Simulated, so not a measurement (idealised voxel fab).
The process module presented herein is designated voxel gate over fins.
It is cross-section cut that appears here, measuring 150 nm in width, its square cells being 5 nm in size.
When this document writes out a cross-section, it uses a grid of square cells and lists it as bands, beginning at the top and moving down, with a band standing for one or more rows of cells. First you get the band's top height and its bottom height, in nm, and then the materials it's made of, left to right, with each width in nm. If you see a single material with "all across", that one covers the band edge to edge. "blank" is empty space. Height datum 0, below which the as-received substrate wafer is one material. Lowest band open at the bottom, running downward: "0 and below". Note: "30..40" means the width goes from the first number (top row of the band) to the second number (bottom row) in equal steps per row of cells. Reading "nothing was modified" for a step: not a cell of the cross-section changed in it. In the "Enclosed void inventory" entry, you get each enclosed empty space of 8 cells or more, one with no open way to the top, written width x height at distance, distance from the left edge, in nm. Past the settings on a step's line: simulator remark, on that step. overlay nm: where the mask lay relative to plan, measured to the right, on steps with a mask; negatives go left.

# Planned step list for the process
step 1: op RECEIVE | material Si
step 2: op CONFORMAL_DEP | material SiN | thk nm 5
step 3: op MASKED_ETCH | tone cover | mask id FINS | width nm 15 | pitch nm 45 | etch materials SiN | depth nm 5 | overlay nm 0
step 4: op MASKED_ETCH | tone cover | mask id FINS | width nm 15 | pitch nm 45 | etch materials Si | depth nm 30 | overlay nm 0
step 5: op OXIDIZE | depth nm 5
step 6: op FILL_DEP | material SiO2 | thk nm 10
step 7: op CMP | height nm 5
step 8: op SELECTIVE_ETCH | etch materials SiO2 | depth nm 15
step 9: op STRIP | etch materials SiN
step 10: op CONFORMAL_DEP | material HfO2 | thk nm 5
step 11: op CONFORMAL_DEP | material TiN | thk nm 5
step 12: op FILL_DEP | material W | thk nm 15
step 13: op CMP | height nm 20
step 14: op CONFORMAL_DEP | material SiCN | thk nm 10

# As-received wafer cross-section (after step 1)
* 0 and below = Si all across
* Enclosed void inventory: none

# a wafer at the end: this start, this plan, one mistake
* 30 down to 20 = SiCN all across
* 20 down to 10 = W all across
* 10 down to 5 = 40 nm W, then 25 nm HfO2, then 20 nm W, then 25 nm HfO2, then 40 nm W
* 5 down to 0 = 40 nm W, then 5 nm HfO2, then 15 nm TiN, then 5 nm HfO2, then 20 nm W, then 5 nm HfO2, then 15 nm TiN, then 5 nm HfO2, then 40 nm W
* 0 down to -5 = 45 nm HfO2, then 5 nm TiN, then 5 nm Si, then 5 nm TiN, then 30 nm HfO2, then 5 nm TiN, then 5 nm Si, then 5 nm TiN, then 45 nm HfO2
* -5 down to -10 = 50 nm TiN, then 5 nm Si, then 40 nm TiN, then 5 nm Si, then 50 nm TiN
* -10 down to -35 = 50 nm SiO2, then 5 nm Si, then 40 nm SiO2, then 5 nm Si, then 50 nm SiO2
* -35 and below = Si all across
* Enclosed void inventory: none
Heads up, the wafer didn't run the way we planned it: the executed order of steps 10 and 11 is the reverse of that specified in the plan, each step having taken the other's position
